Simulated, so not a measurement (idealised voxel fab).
process module | voxel lift off
cross-section cut | 285 nm wide | cells 5 nm
A cross-section is a grid of square cells, given in bands from the top down. A band is one or more rows of cells.
Each band's line starts with the height of the band's top and of its bottom, in nm. Then come its materials from left to right, each with its width in nm. One material with "throughout" fills the band from edge to edge. "air" is empty space.
Height 0 is the level under which the wafer as received is all one material. The lowest band goes on downwards, as in "0 down".
A width such as "30 to 40" changes by the same amount from each row of cells to the next, from the band's top row to its bottom row.
"no change" after a step means that no cell of the cross-section changed.
closed voids: empty space of 8 cells or more with no open way to the top, each as width x height at its distance from the left edge, in nm
after a step's settings: what the simulator itself notes on the step
overlay nm, on a step with a mask: how far to the right of its planned place the mask lay; to the left if negative
plan
1 op RECEIVE | material Si
2 op CONFORMAL_DEP | material Al2O3 | thk nm 15
3 op PATTERN | tone open | mask id LINES | material resist | width nm 20 | pitch nm 40 | thk nm 30 | overlay nm 0
4 op DIRECTIONAL_DEP | material Ru | thk nm 15
5 op STRIP | etch materials resist
6 op CONFORMAL_DEP | material SiO2 | thk nm 5
first wafer, as planned
as received, after step 1
  0 down: Si throughout
  closed voids: none
after step 2
  15 to 0: Al2O3 throughout
  below 0: unchanged
after step 3
  45 to 15: resist 70 | air 20 | resist 20 | air 20 | resist 20 | air 20 | resist 20 | air 20 | resist 75
  below 15: unchanged
after step 4
  60 to 45: Ru 70 | air 20 | Ru 20 | air 20 | Ru 20 | air 20 | Ru 20 | air 20 | Ru 75
  45 to 30: resist 70 | air 20 | resist 20 | air 20 | resist 20 | air 20 | resist 20 | air 20 | resist 75
  30 to 15: resist 70 | Ru 20 | resist 20 | Ru 20 | resist 20 | Ru 20 | resist 20 | Ru 20 | resist 75
  below 15: unchanged
after step 5
  30 to 15: air 70 | Ru 20 | air 20 | Ru 20 | air 20 | Ru 20 | air 20 | Ru 20 | air 75
  below 15: unchanged
after step 6
  35 to 30: air 65 | SiO2 30 | air 10 | SiO2 30 | air 10 | SiO2 30 | air 10 | SiO2 30 | air 70
  30 to 20: air 65 | SiO2 5 | Ru 20 | SiO2 5 | air 10 | SiO2 5 | Ru 20 | SiO2 5 | air 10 | SiO2 5 | Ru 20 | SiO2 5 | air 10 | SiO2 5 | Ru 20 | SiO2 5 | air 70
  20 to 15: SiO2 70 | Ru 20 | SiO2 20 | Ru 20 | SiO2 20 | Ru 20 | SiO2 20 | Ru 20 | SiO2 75
  below 15: unchanged
second wafer: like start, like plan, one mistake. Through step 1 it matches the first wafer
when step 2 should have ended
  15 to 0: SiO2 throughout
  below 0: unchanged
when step 3 should have ended
  45 to 15: resist 70 | air 20 | resist 20 | air 20 | resist 20 | air 20 | resist 20 | air 20 | resist 75
  below 15: unchanged
when step 4 should have ended
  60 to 45: Ru 70 | air 20 | Ru 20 | air 20 | Ru 20 | air 20 | Ru 20 | air 20 | Ru 75
  45 to 30: resist 70 | air 20 | resist 20 | air 20 | resist 20 | air 20 | resist 20 | air 20 | resist 75
  30 to 15: resist 70 | Ru 20 | resist 20 | Ru 20 | resist 20 | Ru 20 | resist 20 | Ru 20 | resist 75
  below 15: unchanged
when step 5 should have ended
  30 to 15: air 70 | Ru 20 | air 20 | Ru 20 | air 20 | Ru 20 | air 20 | Ru 20 | air 75
  below 15: unchanged
when step 6 should have ended
  35 to 30: air 65 | SiO2 30 | air 10 | SiO2 30 | air 10 | SiO2 30 | air 10 | SiO2 30 | air 70
  30 to 20: air 65 | SiO2 5 | Ru 20 | SiO2 5 | air 10 | SiO2 5 | Ru 20 | SiO2 5 | air 10 | SiO2 5 | Ru 20 | SiO2 5 | air 10 | SiO2 5 | Ru 20 | SiO2 5 | air 70
  20 to 15: SiO2 70 | Ru 20 | SiO2 20 | Ru 20 | SiO2 20 | Ru 20 | SiO2 20 | Ru 20 | SiO2 75
  below 15: unchanged
what went wrong: step 2 ran as: op CONFORMAL_DEP | material SiO2 | thk nm 15
at the end the second wafer has, in cells: 171 fewer of Al2O3 | 171 more of SiO2
